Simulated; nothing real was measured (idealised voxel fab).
Title: Process Module voxel transistor to metal
Cross-sectional view cut (width: 155 nm; square cell size: 5 nm).
Format of a cross-section: grid, square cells. Given as bands. Order: top down. Band: one or more rows of cells. This entry defines a band. It first specifies the height of the band's top and the height of its bottom in nm, and then specifies the band's materials from left to right, stating each material with its width in nm. The word "all across" identifies a single material that fills the band from edge to edge, while the word "empty" identifies empty space. Where do heights start? At 0: under that level the wafer as delivered is made of one material only. And the lowest band has no floor; it just carries on downward, as in "top 0, no bottom". So if you see something like "30->40" for the width, read it as the top row of the band sitting at the first number and the bottom row at the second, with every row in between moving by the same amount as the last. It should be understood that the words "all unchanged", when stated for a given step, signify that the cross-section underwent no change in any of its cells during that step. The label "Voids, sealed" introduces a list of the empty spaces, 8 cells or larger, that have no open way up to the top; each entry in it reads width x height at distance, where the distance is taken from the left edge and all three are stated in nm. after a step's settings: what the simulator itself notes on the step. You can add "overlay nm" to a step's line. For a step with a mask, it describes how far the mask lay to the right of its planned position, and a negative number describes a lay to the left.

# This section lists the process steps that were planned
1: RECEIVE | material Si
2: CONFORMAL_DEP | material SiO2 | thk nm 5
3: CONFORMAL_DEP | material SiN | thk nm 15
4: DIRECTIONAL_DEP | material aC | thk nm 10
5: PATTERN | tone cover | mask id ACTIVE | material resist | width nm 95 | thk nm 30 | overlay nm 0
6: DIRECTIONAL_ETCH | etch materials aC | depth nm 10
7: STRIP | etch materials resist
8: DIRECTIONAL_ETCH | etch materials SiN | depth nm 15
9: DIRECTIONAL_ETCH | etch materials SiO2 | depth nm 5
10: DIRECTIONAL_ETCH | etch materials Si | depth nm 20
11: STRIP | etch materials aC
12: FILL_DEP | material SiO2 | thk nm 10
13: CMP | height nm 20
14: SELECTIVE_ETCH | etch materials SiO2 | depth nm 10
15: STRIP | etch materials SiN
16: SELECTIVE_ETCH | etch materials SiO2 | depth nm 5
17: OXIDIZE | depth nm 5
18: DIRECTIONAL_DEP | material polySi | thk nm 25
19: DIRECTIONAL_DEP | material SiCN | thk nm 15
20: DIRECTIONAL_DEP | material aC | thk nm 15
21: PATTERN | tone cover | mask id GATE | material resist | width nm 15 | thk nm 35 | overlay nm 0
22: DIRECTIONAL_ETCH | etch materials aC | depth nm 15
23: STRIP | etch materials resist
24: DIRECTIONAL_ETCH | etch materials SiCN | depth nm 25
25: DIRECTIONAL_ETCH | etch materials polySi | depth nm 35
26: STRIP | etch materials aC
27: CONFORMAL_DEP | material SiO2 | thk nm 5
28: DIRECTIONAL_ETCH | etch materials SiO2 | depth nm 5
29: CONFORMAL_DEP | material SiN | thk nm 10
30: DIRECTIONAL_ETCH | etch materials SiN | depth nm 10
31: DIRECTIONAL_ETCH | etch materials SiO2 | depth nm 5
32: DIRECTIONAL_ETCH | etch materials Si | depth nm 10
33: EPI | material SiGe | thk nm 10
34: FILL_DEP | material SiO2 | thk nm 10
35: CMP | height nm 40
36: DIRECTIONAL_DEP | material SiO2 | thk nm 10
37: DIRECTIONAL_DEP | material aC | thk nm 15
38: PATTERN | tone open | mask id CONTACT | material resist | width nm 30 | pitch nm 55 | thk nm 30 | overlay nm 0
39: DIRECTIONAL_ETCH | etch materials aC | depth nm 15
40: STRIP | etch materials resist
41: DIRECTIONAL_ETCH | etch materials SiO2 | depth nm 45
42: STRIP | etch materials aC
43: CONFORMAL_DEP | material TiN | thk nm 5
44: FILL_DEP | material Ru | thk nm 10
45: CMP | height nm 50
46: DIRECTIONAL_DEP | material TiN | thk nm 5
47: DIRECTIONAL_DEP | material W | thk nm 20
48: MASKED_ETCH | tone cover | mask id METAL_1 | width nm 20 | pitch nm 65 | etch materials W | depth nm 20 | overlay nm 0
49: MASKED_ETCH | tone cover | mask id METAL_1 | width nm 20 | pitch nm 65 | etch materials TiN | depth nm 5 | overlay nm 0
50: FILL_DEP | material SiO2 | thk nm 10
51: CMP | height nm 75
52: CONFORMAL_DEP | material SiN | thk nm 5

# Wafer at receipt (post step 1), cross-section
	top 0, no bottom: Si all across
	Voids, sealed: none

# End state of the module in cross-section, given the above starting point and plan and one mistake in execution
	top 80, bottom 75: SiN all across
	top 75, bottom 55: SiO2 30 nm / W 30 nm / SiO2 35 nm / W 30 nm / SiO2 30 nm
	top 55, bottom 50: SiO2 30 nm / TiN 30 nm / SiO2 35 nm / TiN 30 nm / SiO2 30 nm
	top 50, bottom 40: SiO2 35 nm / TiN 5 nm / Ru 20->10 nm / TiN 5->15 nm / SiO2 25 nm / TiN 5->15 nm / Ru 20->10 nm / TiN 5 nm / SiO2 35 nm
	top 40, bottom 25: SiO2 35 nm / TiN 5 nm / Ru 10 nm / TiN 5 nm / SiN 10 nm / SiO2 5 nm / SiCN 15 nm / SiO2 5 nm / SiN 10 nm / TiN 5 nm / Ru 10 nm / TiN 5 nm / SiO2 35 nm
	top 25, bottom 10: SiO2 35 nm / TiN 5 nm / Ru 10 nm / TiN 5 nm / SiN 10 nm / SiO2 5 nm / polySi 15 nm / SiO2 5 nm / SiN 10 nm / TiN 5 nm / Ru 10 nm / TiN 5 nm / SiO2 35 nm
	top 10, bottom 5: SiO2 35 nm / TiN 20 nm / SiN 10 nm / SiO2 5 nm / polySi 15 nm / SiO2 5 nm / SiN 10 nm / TiN 20 nm / SiO2 35 nm
	top 5, bottom 0: SiO2 30 nm / SiN 10 nm / SiGe 15 nm / SiN 10 nm / SiO2 5 nm / polySi 15 nm / SiO2 5 nm / SiN 10 nm / SiGe 15 nm / SiN 10 nm / SiO2 30 nm
	top 0, bottom -5: SiO2 40 nm / SiGe 15 nm / SiO2 45 nm / SiGe 15 nm / SiO2 40 nm
	top -5, bottom -15: SiO2 30 nm / Si 10 nm / SiGe 15 nm / Si 45 nm / SiGe 15 nm / Si 10 nm / SiO2 30 nm
	top -15, bottom -20: SiO2 30 nm / Si 95 nm / SiO2 30 nm
	top -20, no bottom: Si all across
	Voids, sealed: none
The plan and the run diverged here: in deviation from the planned setting, step 48 was conducted as MASKED_ETCH | tone cover | mask id METAL_1 | width nm 30 | pitch nm 65 | etch materials W | depth nm 20 | overlay nm 0
